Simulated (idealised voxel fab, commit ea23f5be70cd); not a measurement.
Documented hereafter: the process module known as voxel ribs on slabs.
Xsec cut, 285 nm wide, square cell size 5 nm.
Cross-section, as written here: a square-cell grid given band by band from the top down, where a band holds one or more rows of cells.
Band entry format. Leading values: height of top, height of bottom, nm. Remainder: materials in left-to-right order, each with its width in nm. Special words: "throughout" on a single material, which then fills the band edge to edge; "air", empty space.
Convention: height 0 is the level below which the wafer, as received, is all one material. The lowest band does not terminate at the bottom but continues downward, represented as "from 0 down".
Width "30 to 40": first value at the band's top row of cells, second value at its bottom row, equal change from row to row.
"remains unaltered" for a step: no cell of the cross-section changed in that step.
"Trapped cavities" - sealed voids, min. 8 cells, no opening to top; format: width x height at distance (distance from left edge; nm throughout).
Anything after a step's settings on that line? It's the simulator's own note about the step.
For masked steps, "overlay nm" on the step line gives how far right of plan the mask actually lay; a minus sign means it lay to the left.

The planned process steps are enumerated hereunder:
- 1: RECEIVE | material Si
- 2: DIRECTIONAL_DEP | material SiO2 | thk nm 30
- 3: DIRECTIONAL_DEP | material SiN | thk nm 20
- 4: DIRECTIONAL_DEP | material aC | thk nm 15
- 5: PATTERN | tone cover | mask id RIB | material resist | width nm 30 | thk nm 30 | overlay nm 0
- 6: DIRECTIONAL_ETCH | etch materials aC | depth nm 15
- 7: STRIP | etch materials resist
- 8: DIRECTIONAL_ETCH | etch materials SiN | depth nm 5
- 9: STRIP | etch materials aC
- 10: DIRECTIONAL_DEP | material aC | thk nm 15
- 11: PATTERN | tone cover | mask id SLAB | material resist | width nm 60 | thk nm 35 | overlay nm 0
- 12: DIRECTIONAL_ETCH | etch materials aC | depth nm 15
- 13: STRIP | etch materials resist
- 14: DIRECTIONAL_ETCH | etch materials SiN | depth nm 15
- 15: STRIP | etch materials aC
- 16: FILL_DEP | material SiO2 | thk nm 25
- 17: CMP | height nm 65
- 18: DIRECTIONAL_DEP | material W | thk nm 5
- 19: PATTERN | tone cover | mask id HEATER | material resist | width nm 40 | thk nm 20 | overlay nm 0
- 20: DIRECTIONAL_ETCH | etch materials W | depth nm 10
- 21: STRIP | etch materials resist
- 22: CONFORMAL_DEP | material SiN | thk nm 10
The value of thk nm given for step 18 in the plan refers to the first wafer; the wafers vary in this setting and are alike at the start.

Cross-section of the first of several wafers on receipt, reflecting completion of step 1:
	from 0 down = Si throughout
	Trapped cavities: none

Gained (+) or lost (-) cells of each material since receipt, then closed voids: one row per wafer, at the end of the module:
thk nm 5, +160 SiN, +699 SiO2, +8 W, Trapped cavities: none
thk nm 10, +164 SiN, +699 SiO2, +16 W, Trapped cavities: none
thk nm 15, +164 SiN, +699 SiO2, +73 W, Trapped cavities: none
thk nm 20, +164 SiN, +699 SiO2, +130 W, Trapped cavities: none
thk nm 25, +164 SiN, +699 SiO2, +187 W, Trapped cavities: none
